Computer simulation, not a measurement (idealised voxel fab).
Process module under the name voxel trench capacitor
cross-section cut | 200 nm wide | cells 5 nm
Just so we're on the same page, the cross-sections are grids of square cells, and they're listed out in bands top to bottom, each band one or more rows deep.
Band entry format. Leading values: height of top, height of bottom, nm. Remainder: materials in left-to-right order, each with its width in nm. Special words: "throughout" on a single material, which then fills the band edge to edge; "air", empty space.
Heights from 0 (as-received wafer is one material below). Bottom band endless downward, as "z 0 and below".
The width entry "30 to 40" should be interpreted row by row: the top row of cells in the band takes the first number, the bottom row takes the second number, and the change between adjacent rows is uniform throughout.
Where a step carries "everything unchanged", the cross-section came out of it unchanged, cell for cell.
What "Enclosed voids" gives you is every empty space of 8 cells or more that is cut off from the top. Each appears as width x height at distance, with the distance taken from the left edge and width, height and distance all in nm.
Read whatever lies past the settings on a step's line as the simulator's own remark about the step.
"overlay nm" answers the question of how far to the right of plan the mask lay on a step that has a mask, and when it is negative the answer is to the left.
### So here's the lineup of process steps we planned
1: op RECEIVE | material Si
2: op CONFORMAL_DEP | material SiN | thk nm 5
3: op PATTERN | tone open | mask id TRENCH | material resist | width nm 30 | pitch nm 45 | thk nm 15 | overlay nm 0
4: op DIRECTIONAL_ETCH | etch materials SiN | depth nm 5
5: op DIRECTIONAL_ETCH | etch materials Si | depth nm 35
6: op STRIP | etch materials resist
7: op CONFORMAL_DEP | material Al2O3 | thk nm 5
8: op CONFORMAL_DEP | material TiN | thk nm 5
9: op FILL_DEP | material W | thk nm 5
10: op CMP | height nm 5
### First of the two wafers, run per plan
### Incoming wafer, cross-sectional view, post step 1
  z 0 and below = Si throughout
  Enclosed voids: none
### The wafer, seen in cross-section, after step 2
  z 5 to 0 = SiN throughout
  Below a height of 0, the structure has not been altered.
### The wafer, seen in cross-section, after step 3
  z 20 to 5 = resist 60 nm, then air 30 nm, then resist 15 nm, then air 30 nm, then resist 65 nm
  Below a height of 5, the structure has not been altered.
### The wafer, seen in cross-section, after step 4
  z 20 to 5 = resist 60 nm, then air 30 nm, then resist 15 nm, then air 30 nm, then resist 65 nm
  z 5 to 0 = SiN 60 nm, then air 30 nm, then SiN 15 nm, then air 30 nm, then SiN 65 nm
  Below a height of 0, the structure has not been altered.
### The wafer, seen in cross-section, after step 5
  z 20 to 5 = resist 60 nm, then air 30 nm, then resist 15 nm, then air 30 nm, then resist 65 nm
  z 5 to 0 = SiN 60 nm, then air 30 nm, then SiN 15 nm, then air 30 nm, then SiN 65 nm
  z 0 to -35 = Si 60 nm, then air 30 nm, then Si 15 nm, then air 30 nm, then Si 65 nm
  Below a height of -35, the structure has not been altered.
### The wafer, seen in cross-section, after step 6
  z 5 to 0 = SiN 60 nm, then air 30 nm, then SiN 15 nm, then air 30 nm, then SiN 65 nm
  Below a height of 0, the structure has not been altered.
### The wafer, seen in cross-section, after step 7
  z 10 to 5 = Al2O3 65 nm, then air 20 nm, then Al2O3 25 nm, then air 20 nm, then Al2O3 70 nm
  z 5 to 0 = SiN 60 nm, then Al2O3 5 nm, then air 20 nm, then Al2O3 5 nm, then SiN 15 nm, then Al2O3 5 nm, then air 20 nm, then Al2O3 5 nm, then SiN 65 nm
  z 0 to -30 = Si 60 nm, then Al2O3 5 nm, then air 20 nm, then Al2O3 5 nm, then Si 15 nm, then Al2O3 5 nm, then air 20 nm, then Al2O3 5 nm, then Si 65 nm
  z -30 to -35 = Si 60 nm, then Al2O3 30 nm, then Si 15 nm, then Al2O3 30 nm, then Si 65 nm
  Below a height of -35, the structure has not been altered.
### The wafer, seen in cross-section, after step 8
  z 15 to 10 = TiN 70 nm, then air 10 nm, then TiN 35 nm, then air 10 nm, then TiN 75 nm
  z 10 to 5 = Al2O3 65 nm, then TiN 5 nm, then air 10 nm, then TiN 5 nm, then Al2O3 25 nm, then TiN 5 nm, then air 10 nm, then TiN 5 nm, then Al2O3 70 nm
  z 5 to 0 = SiN 60 nm, then Al2O3 5 nm, then TiN 5 nm, then air 10 nm, then TiN 5 nm, then Al2O3 5 nm, then SiN 15 nm, then Al2O3 5 nm, then TiN 5 nm, then air 10 nm, then TiN 5 nm, then Al2O3 5 nm, then SiN 65 nm
  z 0 to -25 = Si 60 nm, then Al2O3 5 nm, then TiN 5 nm, then air 10 nm, then TiN 5 nm, then Al2O3 5 nm, then Si 15 nm, then Al2O3 5 nm, then TiN 5 nm, then air 10 nm, then TiN 5 nm, then Al2O3 5 nm, then Si 65 nm
  z -25 to -30 = Si 60 nm, then Al2O3 5 nm, then TiN 20 nm, then Al2O3 5 nm, then Si 15 nm, then Al2O3 5 nm, then TiN 20 nm, then Al2O3 5 nm, then Si 65 nm
  Below a height of -30, the structure has not been altered.
### The wafer, seen in cross-section, after step 9
  z 20 to 15 = W throughout
  z 15 to 10 = TiN 70 nm, then W 10 nm, then TiN 35 nm, then W 10 nm, then TiN 75 nm
  z 10 to 5 = Al2O3 65 nm, then TiN 5 nm, then W 10 nm, then TiN 5 nm, then Al2O3 25 nm, then TiN 5 nm, then W 10 nm, then TiN 5 nm, then Al2O3 70 nm
  z 5 to 0 = SiN 60 nm, then Al2O3 5 nm, then TiN 5 nm, then W 10 nm, then TiN 5 nm, then Al2O3 5 nm, then SiN 15 nm, then Al2O3 5 nm, then TiN 5 nm, then W 10 nm, then TiN 5 nm, then Al2O3 5 nm, then SiN 65 nm
  z 0 to -25 = Si 60 nm, then Al2O3 5 nm, then TiN 5 nm, then W 10 nm, then TiN 5 nm, then Al2O3 5 nm, then Si 15 nm, then Al2O3 5 nm, then TiN 5 nm, then W 10 nm, then TiN 5 nm, then Al2O3 5 nm, then Si 65 nm
  Below a height of -25, the structure has not been altered.
### The wafer, seen in cross-section, after step 10
  z 5 to 0 = SiN 60 nm, then Al2O3 5 nm, then TiN 5 nm, then W 10 nm, then TiN 5 nm, then Al2O3 5 nm, then SiN 15 nm, then Al2O3 5 nm, then TiN 5 nm, then W 10 nm, then TiN 5 nm, then Al2O3 5 nm, then SiN 65 nm
  Below a height of 0, the structure has not been altered.
### Second wafer: same start and same plan as the first, one execution error; identical to the first through step 6
when step 7 should have ended: everything unchanged
### when step 8 should have ended
  z 10 to 5 = TiN 65 nm, then air 20 nm, then TiN 25 nm, then air 20 nm, then TiN 70 nm
  z 5 to 0 = SiN 60 nm, then TiN 5 nm, then air 20 nm, then TiN 5 nm, then SiN 15 nm, then TiN 5 nm, then air 20 nm, then TiN 5 nm, then SiN 65 nm
  z 0 to -30 = Si 60 nm, then TiN 5 nm, then air 20 nm, then TiN 5 nm, then Si 15 nm, then TiN 5 nm, then air 20 nm, then TiN 5 nm, then Si 65 nm
  z -30 to -35 = Si 60 nm, then TiN 30 nm, then Si 15 nm, then TiN 30 nm, then Si 65 nm
  Below a height of -35, the structure has not been altered.
### when step 9 should have ended
  z 15 to 10 = W throughout
  z 10 to 5 = TiN 65 nm, then W 20 nm, then TiN 25 nm, then W 20 nm, then TiN 70 nm
  z 5 to 0 = SiN 60 nm, then TiN 5 nm, then W 20 nm, then TiN 5 nm, then SiN 15 nm, then TiN 5 nm, then W 20 nm, then TiN 5 nm, then SiN 65 nm
  z 0 to -30 = Si 60 nm, then TiN 5 nm, then W 20 nm, then TiN 5 nm, then Si 15 nm, then TiN 5 nm, then W 20 nm, then TiN 5 nm, then Si 65 nm
  Below a height of -30, the structure has not been altered.
### when step 10 should have ended
  z 5 to 0 = SiN 60 nm, then TiN 5 nm, then W 20 nm, then TiN 5 nm, then SiN 15 nm, then TiN 5 nm, then W 20 nm, then TiN 5 nm, then SiN 65 nm
  Below a height of 0, the structure has not been altered.
What was the processing mistake? step 7 was left out
Wrapping up, a cell-based count of both wafers puts the second over or under the first for these materials: 40 fewer of Al2O3, 8 more of TiN, 32 more of W
